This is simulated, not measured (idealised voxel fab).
process module | voxel gate over fins
Cross-section cut spans 195 nm and uses square cells 5 nm in size.
Notation: cross-section as square-cell grid; stated in bands, top first, going down; one or more cell rows per band. This entry defines a band. It first specifies the height of the band's top and the height of its bottom in nm, and then specifies the band's materials from left to right, stating each material with its width in nm. The word "full width" identifies a single material that fills the band from edge to edge, while the word "empty" identifies empty space. Basically, 0 is our baseline, since under it the wafer straight out of the box is all one material. The bottom band has no lower end and keeps on going down, so it looks like "top 0, no bottom". Width: "30 to 40" (first number = top row, second number = bottom row, same change from row to row of cells). Given "nothing changed" for a step, no cell of the cross-section differs between before and after that step. "Closed voids list" means: voids of 8 cells or more that are shut off from the top with no open way through. Written width x height at distance, distance from the left edge, in nm. Past the settings on a step's line: simulator remark, on that step. overlay nm: how far to the right of its planned place the mask lay on this masked step (negative: to the left).
Planned process steps
| 1 | RECEIVE [material Si] |
| 2 | CONFORMAL_DEP [material SiN] [thk nm 5] |
| 3 | PATTERN [tone cover] [mask id FINS] [material resist] [width nm 15] [pitch nm 40] [thk nm 15] [overlay nm 0] |
| 4 | DIRECTIONAL_ETCH [etch materials SiN] [depth nm 5] |
| 5 | DIRECTIONAL_ETCH [etch materials Si] [depth nm 40] |
| 6 | STRIP [etch materials resist] |
| 7 | FILL_DEP [material SiO2] [thk nm 10] |
| 8 | CMP [height nm 5] |
| 9 | SELECTIVE_ETCH [etch materials SiO2] [depth nm 20] |
| 10 | STRIP [etch materials SiN] |
| 11 | CONFORMAL_DEP [material HfO2] [thk nm 5] |
| 12 | CONFORMAL_DEP [material TiN] [thk nm 5] |
| 13 | CONFORMAL_DEP [material TiAl] [thk nm 5] |
| 14 | CONFORMAL_DEP [material TiN] [thk nm 5] |
| 15 | FILL_DEP [material W] [thk nm 15] |
| 16 | CMP [height nm 30] |
| 17 | CONFORMAL_DEP [material SiN] [thk nm 5] |
The thk nm used in step 17 is not the same on every wafer, whereas the starting condition is; the value printed in the plan is the first wafer's.
This is how the first of several wafers looked in cross-section when it arrived, which is after step 1
	top 0, no bottom: Si full width
	Closed voids list: none
End-of-module cross-section, first of several wafers, after last step 17
	top 35, bottom 30: SiN full width
	top 30, bottom 20: W full width
	top 20, bottom 15: W (30), TiN (135), W (30)
	top 15, bottom 10: W (30), TiN (5), TiAl (125), TiN (5), W (30)
	top 10, bottom 5: W (30), TiN (5), TiAl (5), TiN (35), TiAl (5), TiN (35), TiAl (5), TiN (35), TiAl (5), TiN (5), W (30)
	top 5, bottom 0: TiN (35), TiAl (5), TiN (5), HfO2 (25), TiN (5), TiAl (5), TiN (5), HfO2 (25), TiN (5), TiAl (5), TiN (5), HfO2 (25), TiN (5), TiAl (5), TiN (35)
	top 0, bottom -5: TiAl (40), TiN (5), HfO2 (5), Si (15), HfO2 (5), TiN (5), TiAl (5), TiN (5), HfO2 (5), Si (15), HfO2 (5), TiN (5), TiAl (5), TiN (5), HfO2 (5), Si (15), HfO2 (5), TiN (5), TiAl (40)
	top -5, bottom -10: TiN (45), HfO2 (5), Si (15), HfO2 (5), TiN (15), HfO2 (5), Si (15), HfO2 (5), TiN (15), HfO2 (5), Si (15), HfO2 (5), TiN (45)
	top -10, bottom -15: HfO2 (50), Si (15), HfO2 (25), Si (15), HfO2 (25), Si (15), HfO2 (50)
	top -15, bottom -40: SiO2 (50), Si (15), SiO2 (25), Si (15), SiO2 (25), Si (15), SiO2 (50)
	top -40, no bottom: Si full width
	Closed voids list: none
So this is the cross-section on the last wafer at the end of the module
	top 50, bottom 30: SiN full width
	top 30, bottom 20: W full width
	top 20, bottom 15: W (30), TiN (135), W (30)
	top 15, bottom 10: W (30), TiN (5), TiAl (125), TiN (5), W (30)
	top 10, bottom 5: W (30), TiN (5), TiAl (5), TiN (35), TiAl (5), TiN (35), TiAl (5), TiN (35), TiAl (5), TiN (5), W (30)
	top 5, bottom 0: TiN (35), TiAl (5), TiN (5), HfO2 (25), TiN (5), TiAl (5), TiN (5), HfO2 (25), TiN (5), TiAl (5), TiN (5), HfO2 (25), TiN (5), TiAl (5), TiN (35)
	top 0, bottom -5: TiAl (40), TiN (5), HfO2 (5), Si (15), HfO2 (5), TiN (5), TiAl (5), TiN (5), HfO2 (5), Si (15), HfO2 (5), TiN (5), TiAl (5), TiN (5), HfO2 (5), Si (15), HfO2 (5), TiN (5), TiAl (40)
	top -5, bottom -10: TiN (45), HfO2 (5), Si (15), HfO2 (5), TiN (15), HfO2 (5), Si (15), HfO2 (5), TiN (15), HfO2 (5), Si (15), HfO2 (5), TiN (45)
	top -10, bottom -15: HfO2 (50), Si (15), HfO2 (25), Si (15), HfO2 (25), Si (15), HfO2 (50)
	top -15, bottom -40: SiO2 (50), Si (15), SiO2 (25), Si (15), SiO2 (25), Si (15), SiO2 (50)
	top -40, no bottom: Si full width
	Closed voids list: none
Below is a per-wafer table. In it, each row describes the wafer at the end of the module by giving, for each material, the number of cells gained (+) or lost (-) since the wafer was received, and after that the closed voids of the wafer
thk nm 5, +57 HfO2, -240 Si, +39 SiN, +150 SiO2, +51 TiAl, +102 TiN, +114 W, Closed voids list: none
thk nm 10, +57 HfO2, -240 Si, +78 SiN, +150 SiO2, +51 TiAl, +102 TiN, +114 W, Closed voids list: none
thk nm 15, +57 HfO2, -240 Si, +117 SiN, +150 SiO2, +51 TiAl, +102 TiN, +114 W, Closed voids list: none
thk nm 20, +57 HfO2, -240 Si, +156 SiN, +150 SiO2, +51 TiAl, +102 TiN, +114 W, Closed voids list: none
